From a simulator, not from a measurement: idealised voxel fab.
Process module heading - voxel tone inversion
cross-section cut | 250 nm wide | cells 5 nm
Think of the cross-section as a grid of square cells. We describe it in bands, top to bottom, and each band covers one or more rows of those cells.
This entry defines a band. It first specifies the height of the band's top and the height of its bottom in nm, and then specifies the band's materials from left to right, stating each material with its width in nm. The word "edge to edge" identifies a single material that fills the band from edge to edge, while the word "air" identifies empty space.
Counting heights begins at 0, where everything beneath is, in the wafer as received, one material. The lowest band has no bottom; it goes on downwards, as "top 0, no bottom" shows.
A width such as "30..40" changes by the same amount from each row of cells to the next, from the band's top row to its bottom row.
The cross-section has no changed cell in any step marked "stayed the same".
Closed-off voids of 8+ cells (no open route to the top) go in "Voids, sealed", written width x height at distance from the left edge, in nm.
That trailing text on a step's line, after the settings, is the simulator's own remark on the step.
Regarding "overlay nm": on a step with a mask, it is the distance the mask lay to the right of its planned place; a negative value places it to the left.

This section lists the process steps that were planned:
step 1: RECEIVE, material Si
step 2: CONFORMAL_DEP, material SiN, thk nm 5
step 3: DIRECTIONAL_DEP, material polySi, thk nm 25
step 4: PATTERN, tone cover, mask id POSTS, material resist, width nm 20, pitch nm 35, thk nm 30, overlay nm 0
step 5: DIRECTIONAL_ETCH, etch materials polySi, depth nm 25
step 6: STRIP, etch materials resist
step 7: FILL_DEP, material SiO2, thk nm 5
step 8: CMP, height nm 30
step 9: STRIP, etch materials polySi

First of two wafers, processed according to plan:

So this is the incoming wafer in cross-section - it's already been through step 1:
- top 0, no bottom = Si edge to edge
- Voids, sealed: none

Cross-section: wafer state after step 2:
- top 5, bottom 0 = SiN edge to edge
- Note: structure below 0 unchanged.

Cross-section: wafer state after step 3:
- top 30, bottom 5 = polySi edge to edge
- Note: structure below 5 unchanged.

Cross-section: wafer state after step 4:
- top 60, bottom 30 = air 95  resist 20  air 15  resist 20  air 100
- Note: structure below 30 unchanged.

Cross-section: wafer state after step 5:
- top 60, bottom 30 = air 95  resist 20  air 15  resist 20  air 100
- top 30, bottom 5 = air 95  polySi 20  air 15  polySi 20  air 100
- Note: structure below 5 unchanged.

Cross-section: wafer state after step 6:
- top 30, bottom 5 = air 95  polySi 20  air 15  polySi 20  air 100
- Note: structure below 5 unchanged.

Cross-section: wafer state after step 7:
- top 35, bottom 30 = SiO2 edge to edge
- top 30, bottom 5 = SiO2 95  polySi 20  SiO2 15  polySi 20  SiO2 100
- Note: structure below 5 unchanged.

Cross-section: wafer state after step 8:
- top 30, bottom 5 = SiO2 95  polySi 20  SiO2 15  polySi 20  SiO2 100
- Note: structure below 5 unchanged.

Cross-section: wafer state after step 9:
- top 30, bottom 5 = SiO2 95  air 20  SiO2 15  air 20  SiO2 100
- Note: structure below 5 unchanged.

Wafer two of two - same starting point, same process plan, one mistake in execution; matches wafer one up to and including step 1:

Second wafer, section view, time point: scheduled end of step 2:
- top 15, bottom 0 = SiN edge to edge
- Note: structure below 0 unchanged.

Second wafer, section view, time point: scheduled end of step 3:
- top 40, bottom 15 = polySi edge to edge
- Note: structure below 15 unchanged.

Second wafer, section view, time point: scheduled end of step 4:
- top 70, bottom 40 = air 95  resist 20  air 15  resist 20  air 100
- Note: structure below 40 unchanged.

Second wafer, section view, time point: scheduled end of step 5:
- top 70, bottom 40 = air 95  resist 20  air 15  resist 20  air 100
- top 40, bottom 15 = air 95  polySi 20  air 15  polySi 20  air 100
- Note: structure below 15 unchanged.

Second wafer, section view, time point: scheduled end of step 6:
- top 40, bottom 15 = air 95  polySi 20  air 15  polySi 20  air 100
- Note: structure below 15 unchanged.

Second wafer, section view, time point: scheduled end of step 7:
- top 45, bottom 40 = SiO2 edge to edge
- top 40, bottom 15 = SiO2 95  polySi 20  SiO2 15  polySi 20  SiO2 100
- Note: structure below 15 unchanged.

Second wafer, section view, time point: scheduled end of step 8:
- top 30, bottom 15 = SiO2 95  polySi 20  SiO2 15  polySi 20  SiO2 100
- Note: structure below 15 unchanged.

Second wafer, section view, time point: scheduled end of step 9:
- top 30, bottom 15 = SiO2 95  air 20  SiO2 15  air 20  SiO2 100
- Note: structure below 15 unchanged.
Nonconformance to the process plan: step 2 went in with a setting other than planned; the actual run was CONFORMAL_DEP, material SiN, thk nm 15
at the end the second wafer has, in cells: +100 SiN; -84 SiO2
